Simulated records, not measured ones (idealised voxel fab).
You're looking at the process module voxel air gaps.
The figure presents cross-section cut, which has a width of 300 nm and is divided into square cells with an edge length of 5 nm.
Bands, listed from the top down, are how a cross-section gets written in this document; the cross-section itself is a grid of square cells, and a band is one or more rows of them.
Each band's line starts with the height of the band's top and of its bottom, in nm. Then come its materials from left to right, each with its width in nm. One material with "everywhere" fills the band from edge to edge. "empty" is empty space.
Measure heights from 0. That's the level where, below it, the as-received wafer is all one material. The lowest band is bottomless and extends downward; write it as in "top 0, no bottom".
You'd read "30->40" like this: the band's top row of cells is as wide as the first number, its bottom row is as wide as the second, and going down, every row changes width by the same amount as the row before did.
"remained the same" for a step: no cell of the cross-section changed in that step.
The label "Closed void inventory" introduces a list of the empty spaces, 8 cells or larger, that have no open way up to the top; each entry in it reads width x height at distance, where the distance is taken from the left edge and all three are stated in nm.
Whatever follows a step's settings on its line is a remark the simulator itself makes about that step.
overlay nm: on a step with a mask, how far right of its planned place the mask lay; negative means left.
Process steps (planned):
step 1: op RECEIVE | material Si
step 2: op CONFORMAL_DEP | material SiO2 | thk nm 15
step 3: op CONFORMAL_DEP | material SiN | thk nm 5
step 4: op DIRECTIONAL_DEP | material lowk | thk nm 35
step 5: op PATTERN | tone open | mask id LINES | material resist | width nm 15 | pitch nm 40 | thk nm 15 | overlay nm 0
step 6: op DIRECTIONAL_ETCH | etch materials lowk | depth nm 35
step 7: op STRIP | etch materials resist
step 8: op CONFORMAL_DEP | material TiN | thk nm 5
step 9: op FILL_DEP | material Ru | thk nm 5
step 10: op CMP | height nm 55
step 11: op EPI | material Ru | thk nm 10
step 12: op SELECTIVE_ETCH | etch materials lowk | depth nm 45
step 13: op CONFORMAL_DEP | material SiCN | thk nm 5
Cross-section, incoming material, after step 1:
	top 0, no bottom | Si everywhere
	Closed void inventory: none
The cross-section shown corresponds to the wafer at the conclusion of the module. The initial structure and the process plan are those presented above; however, one mistake occurred in executing the plan:
	top 70, bottom 65 | SiCN everywhere
	top 65, bottom 55 | Ru everywhere
	top 55, bottom 25 | 75 nm Ru / 5 nm TiN / 15 nm lowk / 5 nm TiN / 15 nm Ru / 5 nm TiN / 15 nm lowk / 5 nm TiN / 15 nm Ru / 5 nm TiN / 15 nm lowk / 5 nm TiN / 15 nm Ru / 5 nm TiN / 15 nm lowk / 5 nm TiN / 80 nm Ru
	top 25, bottom 20 | 80 nm TiN / 15 nm lowk / 25 nm TiN / 15 nm lowk / 25 nm TiN / 15 nm lowk / 25 nm TiN / 15 nm lowk / 85 nm TiN
	top 20, bottom 15 | SiN everywhere
	top 15, bottom 0 | SiO2 everywhere
	top 0, no bottom | Si everywhere
	Closed void inventory: none
What went wrong in running the wafer? step 5 deviated from plan and actually ran as op PATTERN | tone cover | mask id LINES | material resist | width nm 15 | pitch nm 40 | thk nm 15 | overlay nm 0
